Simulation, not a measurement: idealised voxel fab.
Process module in this document: voxel capacitor over wiring
This is section cut - it's 280 nm across, gridded in 5 nm square cells.
Throughout this document, each cross-section is represented as a grid of square cells and is presented as a sequence of bands enumerated from the top downward, where a band comprises one or more rows of cells.
This entry defines a band. It first specifies the height of the band's top and the height of its bottom in nm, and then specifies the band's materials from left to right, stating each material with its width in nm. The word "full width" identifies a single material that fills the band from edge to edge, while the word "blank" identifies empty space.
Basically, 0 is our baseline, since under it the wafer straight out of the box is all one material. The bottom band has no lower end and keeps on going down, so it looks like "0 -> down".
Note: "30..40" means the width goes from the first number (top row of the band) to the second number (bottom row) in equal steps per row of cells.
A step reported as "no change" is a step in which no cell of the cross-section changed.
You'll see "Encapsulated voids" listing empty spaces that have no way open to the top, as long as they're 8 cells or more; the notation is width x height at distance, where the distance is from the left edge, and all of it is in nm.
Anything after a step's settings on that line? It's the simulator's own note about the step.
overlay nm: where the mask lay relative to plan, measured to the right, on steps with a mask; negatives go left.

LIST OF PLANNED PROCESS STEPS
| 1 | RECEIVE | material Si |
| 2 | CONFORMAL_DEP | material SiO2 | thk nm 15 |
| 3 | DIRECTIONAL_DEP | material TiN | thk nm 5 |
| 4 | DIRECTIONAL_DEP | material W | thk nm 15 |
| 5 | DIRECTIONAL_DEP | material aC | thk nm 10 |
| 6 | PATTERN | tone cover | mask id METAL_1 | material resist | width nm 20 | pitch nm 70 | thk nm 30 | overlay nm 0 |
| 7 | DIRECTIONAL_ETCH | etch materials aC | depth nm 10 |
| 8 | STRIP | etch materials resist |
| 9 | DIRECTIONAL_ETCH | etch materials W | depth nm 15 |
| 10 | DIRECTIONAL_ETCH | etch materials TiN | depth nm 5 |
| 11 | STRIP | etch materials aC |
| 12 | FILL_DEP | material SiO2 | thk nm 5 |
| 13 | CMP | height nm 35 |
| 14 | CONFORMAL_DEP | material SiCN | thk nm 5 |
| 15 | DIRECTIONAL_DEP | material SiO2 | thk nm 15 |
| 16 | MASKED_ETCH | tone open | mask id PLUG_1 | width nm 15 | etch materials SiO2 | depth nm 15 | overlay nm 0 |
| 17 | MASKED_ETCH | tone open | mask id PLUG_1 | width nm 15 | etch materials SiCN | depth nm 5 | overlay nm 0 |
| 18 | EPI | material Ru | thk nm 10 |
| 19 | EPI | material Ru | thk nm 10 |
| 20 | DIRECTIONAL_DEP | material TiN | thk nm 10 |
| 21 | DIRECTIONAL_DEP | material SiN | thk nm 5 |
| 22 | DIRECTIONAL_DEP | material TiN | thk nm 5 |
| 23 | PATTERN | tone cover | mask id UPPER_PLATE | material resist | width nm 55 | thk nm 20 | overlay nm 0 |
| 24 | DIRECTIONAL_ETCH | etch materials TiN | depth nm 5 |
| 25 | DIRECTIONAL_ETCH | etch materials SiN | depth nm 5 |
| 26 | STRIP | etch materials resist |
| 27 | DIRECTIONAL_DEP | material aC | thk nm 10 |
| 28 | PATTERN | tone cover | mask id LOWER_PLATE | material resist | width nm 65 | thk nm 25 | overlay nm 0 |
| 29 | DIRECTIONAL_ETCH | etch materials aC | depth nm 10 |
| 30 | STRIP | etch materials resist |
| 31 | DIRECTIONAL_ETCH | etch materials TiN | depth nm 10 |
| 32 | STRIP | etch materials aC |
| 33 | FILL_DEP | material SiO2 | thk nm 20 |
| 34 | CMP | height nm 90 |
| 35 | PATTERN | tone open | mask id PLUG_2 | material resist | width nm 15 | thk nm 15 | overlay nm 0 |
| 36 | DIRECTIONAL_ETCH | etch materials SiO2 | depth nm 15 |
| 37 | STRIP | etch materials resist |
| 38 | CONFORMAL_DEP | material TiN | thk nm 5 |
| 39 | FILL_DEP | material W | thk nm 10 |
| 40 | CMP | height nm 90 |
| 41 | CONFORMAL_DEP | material SiN | thk nm 5 |

ACCOUNT OF THE FIRST OF TWO WAFERS, WHICH WAS PROCESSED AS INTENDED

DELIVERED WAFER IN CROSS-SECTION: STATE AFTER STEP 1
0 -> down | Si full width
Encapsulated voids: none

WAFER XSEC, POST STEP 2
15 -> 0 | SiO2 full width
Heights below 0 show no change.

WAFER XSEC, POST STEP 3
20 -> 15 | TiN full width
Heights below 15 show no change.

WAFER XSEC, POST STEP 4
35 -> 20 | W full width
Heights below 20 show no change.

WAFER XSEC, POST STEP 5
45 -> 35 | aC full width
Heights below 35 show no change.

WAFER XSEC, POST STEP 6
75 -> 45 | 95 nm blank; 20 nm resist; 50 nm blank; 20 nm resist; 95 nm blank
Heights below 45 show no change.

WAFER XSEC, POST STEP 7
65 -> 45 | 95 nm blank; 20 nm resist; 50 nm blank; 20 nm resist; 95 nm blank
45 -> 35 | 95 nm blank; 20 nm aC; 50 nm blank; 20 nm aC; 95 nm blank
Heights below 35 show no change.

WAFER XSEC, POST STEP 8
45 -> 35 | 95 nm blank; 20 nm aC; 50 nm blank; 20 nm aC; 95 nm blank
Heights below 35 show no change.

WAFER XSEC, POST STEP 9
45 -> 35 | 95 nm blank; 20 nm aC; 50 nm blank; 20 nm aC; 95 nm blank
35 -> 20 | 95 nm blank; 20 nm W; 50 nm blank; 20 nm W; 95 nm blank
Heights below 20 show no change.

WAFER XSEC, POST STEP 10
45 -> 35 | 95 nm blank; 20 nm aC; 50 nm blank; 20 nm aC; 95 nm blank
35 -> 20 | 95 nm blank; 20 nm W; 50 nm blank; 20 nm W; 95 nm blank
20 -> 15 | 95 nm blank; 20 nm TiN; 50 nm blank; 20 nm TiN; 95 nm blank
Heights below 15 show no change.

WAFER XSEC, POST STEP 11
35 -> 20 | 95 nm blank; 20 nm W; 50 nm blank; 20 nm W; 95 nm blank
Heights below 20 show no change.

WAFER XSEC, POST STEP 12
40 -> 35 | SiO2 full width
35 -> 20 | 95 nm SiO2; 20 nm W; 50 nm SiO2; 20 nm W; 95 nm SiO2
20 -> 15 | 95 nm SiO2; 20 nm TiN; 50 nm SiO2; 20 nm TiN; 95 nm SiO2
Heights below 15 show no change.

WAFER XSEC, POST STEP 13
35 -> 20 | 95 nm SiO2; 20 nm W; 50 nm SiO2; 20 nm W; 95 nm SiO2
Heights below 20 show no change.

WAFER XSEC, POST STEP 14
40 -> 35 | SiCN full width
Heights below 35 show no change.

WAFER XSEC, POST STEP 15
55 -> 40 | SiO2 full width
Heights below 40 show no change.

WAFER XSEC, POST STEP 16
55 -> 40 | 100 nm SiO2; 15 nm blank; 165 nm SiO2
Heights below 40 show no change.

WAFER XSEC, POST STEP 17
55 -> 40 | 100 nm SiO2; 15 nm blank; 165 nm SiO2
40 -> 35 | 100 nm SiCN; 15 nm blank; 165 nm SiCN
Heights below 35 show no change.

WAFER XSEC, POST STEP 18
55 -> 45 | 100 nm SiO2; 15 nm blank; 165 nm SiO2
45 -> 40 | 100 nm SiO2; 15 nm Ru; 165 nm SiO2
40 -> 35 | 100 nm SiCN; 15 nm Ru; 165 nm SiCN
Heights below 35 show no change.

WAFER XSEC, POST STEP 19
55 -> 40 | 100 nm SiO2; 15 nm Ru; 165 nm SiO2
Heights below 40 show no change.

WAFER XSEC, POST STEP 20
65 -> 55 | TiN full width
Heights below 55 show no change.

WAFER XSEC, POST STEP 21
70 -> 65 | SiN full width
Heights below 65 show no change.

WAFER XSEC, POST STEP 22
75 -> 70 | TiN full width
Heights below 70 show no change.

WAFER XSEC, POST STEP 23
95 -> 75 | 100 nm blank; 55 nm resist; 125 nm blank
Heights below 75 show no change.

WAFER XSEC, POST STEP 24
95 -> 75 | 100 nm blank; 55 nm resist; 125 nm blank
75 -> 70 | 100 nm blank; 55 nm TiN; 125 nm blank
Heights below 70 show no change.

WAFER XSEC, POST STEP 25
95 -> 75 | 100 nm blank; 55 nm resist; 125 nm blank
75 -> 70 | 100 nm blank; 55 nm TiN; 125 nm blank
70 -> 65 | 100 nm blank; 55 nm SiN; 125 nm blank
Heights below 65 show no change.

WAFER XSEC, POST STEP 26
75 -> 70 | 100 nm blank; 55 nm TiN; 125 nm blank
Heights below 70 show no change.

WAFER XSEC, POST STEP 27
85 -> 75 | 100 nm blank; 55 nm aC; 125 nm blank
75 -> 70 | 100 nm aC; 55 nm TiN; 125 nm aC
70 -> 65 | 100 nm aC; 55 nm SiN; 125 nm aC
Heights below 65 show no change.

WAFER XSEC, POST STEP 28
110 -> 85 | 95 nm blank; 65 nm resist; 120 nm blank
85 -> 75 | 95 nm blank; 5 nm resist; 55 nm aC; 5 nm resist; 120 nm blank
Heights below 75 show no change.

WAFER XSEC, POST STEP 29
100 -> 85 | 95 nm blank; 65 nm resist; 120 nm blank
85 -> 75 | 95 nm blank; 5 nm resist; 55 nm aC; 5 nm resist; 120 nm blank
75 -> 70 | 95 nm blank; 5 nm aC; 55 nm TiN; 5 nm aC; 120 nm blank
70 -> 65 | 95 nm blank; 5 nm aC; 55 nm SiN; 5 nm aC; 120 nm blank
Heights below 65 show no change.

WAFER XSEC, POST STEP 30
85 -> 75 | 100 nm blank; 55 nm aC; 125 nm blank
Heights below 75 show no change.

WAFER XSEC, POST STEP 31
85 -> 75 | 100 nm blank; 55 nm aC; 125 nm blank
75 -> 70 | 95 nm blank; 5 nm aC; 55 nm TiN; 5 nm aC; 120 nm blank
70 -> 65 | 95 nm blank; 5 nm aC; 55 nm SiN; 5 nm aC; 120 nm blank
65 -> 55 | 95 nm blank; 65 nm TiN; 120 nm blank
Heights below 55 show no change.

WAFER XSEC, POST STEP 32
75 -> 70 | 100 nm blank; 55 nm TiN; 125 nm blank
70 -> 65 | 100 nm blank; 55 nm SiN; 125 nm blank
Heights below 65 show no change.

WAFER XSEC, POST STEP 33
95 -> 75 | SiO2 full width
75 -> 70 | 100 nm SiO2; 55 nm TiN; 125 nm SiO2
70 -> 65 | 100 nm SiO2; 55 nm SiN; 125 nm SiO2
65 -> 55 | 95 nm SiO2; 65 nm TiN; 120 nm SiO2
Heights below 55 show no change.

WAFER XSEC, POST STEP 34
90 -> 75 | SiO2 full width
Heights below 75 show no change.

WAFER XSEC, POST STEP 35
105 -> 90 | 110 nm resist; 15 nm blank; 155 nm resist
Heights below 90 show no change.

WAFER XSEC, POST STEP 36
105 -> 90 | 110 nm resist; 15 nm blank; 155 nm resist
90 -> 75 | 110 nm SiO2; 15 nm blank; 155 nm SiO2
Heights below 75 show no change.

WAFER XSEC, POST STEP 37
90 -> 75 | 110 nm SiO2; 15 nm blank; 155 nm SiO2
Heights below 75 show no change.

WAFER XSEC, POST STEP 38
95 -> 90 | 115 nm TiN; 5 nm blank; 160 nm TiN
90 -> 80 | 110 nm SiO2; 5 nm TiN; 5 nm blank; 5 nm TiN; 155 nm SiO2
80 -> 70 | 110..100 nm SiO2; 15..55 nm TiN; 155..125 nm SiO2
Heights below 70 show no change.

WAFER XSEC, POST STEP 39
105 -> 95 | W full width
95 -> 90 | 115 nm TiN; 5 nm W; 160 nm TiN
90 -> 80 | 110 nm SiO2; 5 nm TiN; 5 nm W; 5 nm TiN; 155 nm SiO2
Heights below 80 show no change.

WAFER XSEC, POST STEP 40
90 -> 80 | 110 nm SiO2; 5 nm TiN; 5 nm W; 5 nm TiN; 155 nm SiO2
Heights below 80 show no change.

WAFER XSEC, POST STEP 41
95 -> 90 | SiN full width
Heights below 90 show no change.

FOR THE SECOND WAFER, TAKE THE FIRST WAFER'S START AND PLAN, THEN ADD ONE MISTAKE MADE IN RUNNING IT; EVERYTHING THROUGH STEP 2, THAT STEP INCLUDED, IS SHARED WITH THE FIRST

SECOND WAFER, SECTION VIEW, TIME POINT: SCHEDULED END OF STEP 3
30 -> 15 | W full width
Heights below 15 show no change.

SECOND WAFER, SECTION VIEW, TIME POINT: SCHEDULED END OF STEP 4
35 -> 30 | TiN full width
Heights below 30 show no change.

SECOND WAFER, SECTION VIEW, TIME POINT: SCHEDULED END OF STEP 5
45 -> 35 | aC full width
Heights below 35 show no change.

SECOND WAFER, SECTION VIEW, TIME POINT: SCHEDULED END OF STEP 6
75 -> 45 | 95 nm blank; 20 nm resist; 50 nm blank; 20 nm resist; 95 nm blank
Heights below 45 show no change.

SECOND WAFER, SECTION VIEW, TIME POINT: SCHEDULED END OF STEP 7
65 -> 45 | 95 nm blank; 20 nm resist; 50 nm blank; 20 nm resist; 95 nm blank
45 -> 35 | 95 nm blank; 20 nm aC; 50 nm blank; 20 nm aC; 95 nm blank
Heights below 35 show no change.

SECOND WAFER, SECTION VIEW, TIME POINT: SCHEDULED END OF STEP 8
45 -> 35 | 95 nm blank; 20 nm aC; 50 nm blank; 20 nm aC; 95 nm blank
Heights below 35 show no change.

Second wafer, section view, time point: scheduled end of step 9: no change

SECOND WAFER, SECTION VIEW, TIME POINT: SCHEDULED END OF STEP 10
45 -> 35 | 95 nm blank; 20 nm aC; 50 nm blank; 20 nm aC; 95 nm blank
35 -> 30 | 95 nm blank; 20 nm TiN; 50 nm blank; 20 nm TiN; 95 nm blank
Heights below 30 show no change.

SECOND WAFER, SECTION VIEW, TIME POINT: SCHEDULED END OF STEP 11
35 -> 30 | 95 nm blank; 20 nm TiN; 50 nm blank; 20 nm TiN; 95 nm blank
Heights below 30 show no change.

SECOND WAFER, SECTION VIEW, TIME POINT: SCHEDULED END OF STEP 12
40 -> 35 | SiO2 full width
35 -> 30 | 95 nm SiO2; 20 nm TiN; 50 nm SiO2; 20 nm TiN; 95 nm SiO2
Heights below 30 show no change.

SECOND WAFER, SECTION VIEW, TIME POINT: SCHEDULED END OF STEP 13
35 -> 30 | 95 nm SiO2; 20 nm TiN; 50 nm SiO2; 20 nm TiN; 95 nm SiO2
Heights below 30 show no change.

SECOND WAFER, SECTION VIEW, TIME POINT: SCHEDULED END OF STEP 14
40 -> 35 | SiCN full width
Heights below 35 show no change.

SECOND WAFER, SECTION VIEW, TIME POINT: SCHEDULED END OF STEP 15
55 -> 40 | SiO2 full width
Heights below 40 show no change.

SECOND WAFER, SECTION VIEW, TIME POINT: SCHEDULED END OF STEP 16
55 -> 40 | 100 nm SiO2; 15 nm blank; 165 nm SiO2
Heights below 40 show no change.

SECOND WAFER, SECTION VIEW, TIME POINT: SCHEDULED END OF STEP 17
55 -> 40 | 100 nm SiO2; 15 nm blank; 165 nm SiO2
40 -> 35 | 100 nm SiCN; 15 nm blank; 165 nm SiCN
Heights below 35 show no change.

SECOND WAFER, SECTION VIEW, TIME POINT: SCHEDULED END OF STEP 18
55 -> 45 | 100 nm SiO2; 15 nm blank; 165 nm SiO2
45 -> 40 | 100 nm SiO2; 15 nm Ru; 165 nm SiO2
40 -> 35 | 100 nm SiCN; 15 nm Ru; 165 nm SiCN
Heights below 35 show no change.

SECOND WAFER, SECTION VIEW, TIME POINT: SCHEDULED END OF STEP 19
55 -> 40 | 100 nm SiO2; 15 nm Ru; 165 nm SiO2
Heights below 40 show no change.

SECOND WAFER, SECTION VIEW, TIME POINT: SCHEDULED END OF STEP 20
65 -> 55 | TiN full width
Heights below 55 show no change.

SECOND WAFER, SECTION VIEW, TIME POINT: SCHEDULED END OF STEP 21
70 -> 65 | SiN full width
Heights below 65 show no change.

SECOND WAFER, SECTION VIEW, TIME POINT: SCHEDULED END OF STEP 22
75 -> 70 | TiN full width
Heights below 70 show no change.

SECOND WAFER, SECTION VIEW, TIME POINT: SCHEDULED END OF STEP 23
95 -> 75 | 100 nm blank; 55 nm resist; 125 nm blank
Heights below 75 show no change.

SECOND WAFER, SECTION VIEW, TIME POINT: SCHEDULED END OF STEP 24
95 -> 75 | 100 nm blank; 55 nm resist; 125 nm blank
75 -> 70 | 100 nm blank; 55 nm TiN; 125 nm blank
Heights below 70 show no change.

SECOND WAFER, SECTION VIEW, TIME POINT: SCHEDULED END OF STEP 25
95 -> 75 | 100 nm blank; 55 nm resist; 125 nm blank
75 -> 70 | 100 nm blank; 55 nm TiN; 125 nm blank
70 -> 65 | 100 nm blank; 55 nm SiN; 125 nm blank
Heights below 65 show no change.

SECOND WAFER, SECTION VIEW, TIME POINT: SCHEDULED END OF STEP 26
75 -> 70 | 100 nm blank; 55 nm TiN; 125 nm blank
Heights below 70 show no change.

SECOND WAFER, SECTION VIEW, TIME POINT: SCHEDULED END OF STEP 27
85 -> 75 | 100 nm blank; 55 nm aC; 125 nm blank
75 -> 70 | 100 nm aC; 55 nm TiN; 125 nm aC
70 -> 65 | 100 nm aC; 55 nm SiN; 125 nm aC
Heights below 65 show no change.

SECOND WAFER, SECTION VIEW, TIME POINT: SCHEDULED END OF STEP 28
110 -> 85 | 95 nm blank; 65 nm resist; 120 nm blank
85 -> 75 | 95 nm blank; 5 nm resist; 55 nm aC; 5 nm resist; 120 nm blank
Heights below 75 show no change.

SECOND WAFER, SECTION VIEW, TIME POINT: SCHEDULED END OF STEP 29
100 -> 85 | 95 nm blank; 65 nm resist; 120 nm blank
85 -> 75 | 95 nm blank; 5 nm resist; 55 nm aC; 5 nm resist; 120 nm blank
75 -> 70 | 95 nm blank; 5 nm aC; 55 nm TiN; 5 nm aC; 120 nm blank
70 -> 65 | 95 nm blank; 5 nm aC; 55 nm SiN; 5 nm aC; 120 nm blank
Heights below 65 show no change.

SECOND WAFER, SECTION VIEW, TIME POINT: SCHEDULED END OF STEP 30
85 -> 75 | 100 nm blank; 55 nm aC; 125 nm blank
Heights below 75 show no change.

SECOND WAFER, SECTION VIEW, TIME POINT: SCHEDULED END OF STEP 31
85 -> 75 | 100 nm blank; 55 nm aC; 125 nm blank
75 -> 70 | 95 nm blank; 5 nm aC; 55 nm TiN; 5 nm aC; 120 nm blank
70 -> 65 | 95 nm blank; 5 nm aC; 55 nm SiN; 5 nm aC; 120 nm blank
65 -> 55 | 95 nm blank; 65 nm TiN; 120 nm blank
Heights below 55 show no change.

SECOND WAFER, SECTION VIEW, TIME POINT: SCHEDULED END OF STEP 32
75 -> 70 | 100 nm blank; 55 nm TiN; 125 nm blank
70 -> 65 | 100 nm blank; 55 nm SiN; 125 nm blank
Heights below 65 show no change.

SECOND WAFER, SECTION VIEW, TIME POINT: SCHEDULED END OF STEP 33
95 -> 75 | SiO2 full width
75 -> 70 | 100 nm SiO2; 55 nm TiN; 125 nm SiO2
70 -> 65 | 100 nm SiO2; 55 nm SiN; 125 nm SiO2
65 -> 55 | 95 nm SiO2; 65 nm TiN; 120 nm SiO2
Heights below 55 show no change.

SECOND WAFER, SECTION VIEW, TIME POINT: SCHEDULED END OF STEP 34
90 -> 75 | SiO2 full width
Heights below 75 show no change.

SECOND WAFER, SECTION VIEW, TIME POINT: SCHEDULED END OF STEP 35
105 -> 90 | 110 nm resist; 15 nm blank; 155 nm resist
Heights below 90 show no change.

SECOND WAFER, SECTION VIEW, TIME POINT: SCHEDULED END OF STEP 36
105 -> 90 | 110 nm resist; 15 nm blank; 155 nm resist
90 -> 75 | 110 nm SiO2; 15 nm blank; 155 nm SiO2
Heights below 75 show no change.

SECOND WAFER, SECTION VIEW, TIME POINT: SCHEDULED END OF STEP 37
90 -> 75 | 110 nm SiO2; 15 nm blank; 155 nm SiO2
Heights below 75 show no change.

SECOND WAFER, SECTION VIEW, TIME POINT: SCHEDULED END OF STEP 38
95 -> 90 | 115 nm TiN; 5 nm blank; 160 nm TiN
90 -> 80 | 110 nm SiO2; 5 nm TiN; 5 nm blank; 5 nm TiN; 155 nm SiO2
80 -> 70 | 110..100 nm SiO2; 15..55 nm TiN; 155..125 nm SiO2
Heights below 70 show no change.

SECOND WAFER, SECTION VIEW, TIME POINT: SCHEDULED END OF STEP 39
105 -> 95 | W full width
95 -> 90 | 115 nm TiN; 5 nm W; 160 nm TiN
90 -> 80 | 110 nm SiO2; 5 nm TiN; 5 nm W; 5 nm TiN; 155 nm SiO2
Heights below 80 show no change.

SECOND WAFER, SECTION VIEW, TIME POINT: SCHEDULED END OF STEP 40
90 -> 80 | 110 nm SiO2; 5 nm TiN; 5 nm W; 5 nm TiN; 155 nm SiO2
Heights below 80 show no change.

SECOND WAFER, SECTION VIEW, TIME POINT: SCHEDULED END OF STEP 41
95 -> 90 | SiN full width
Heights below 90 show no change.
Deviation noted in wafer processing: transposition of steps 3 and 4 relative to the planned sequence
The closing comparison, in cells, has the second wafer with more or fewer of some materials than the first: SiO2 -144 | W +144
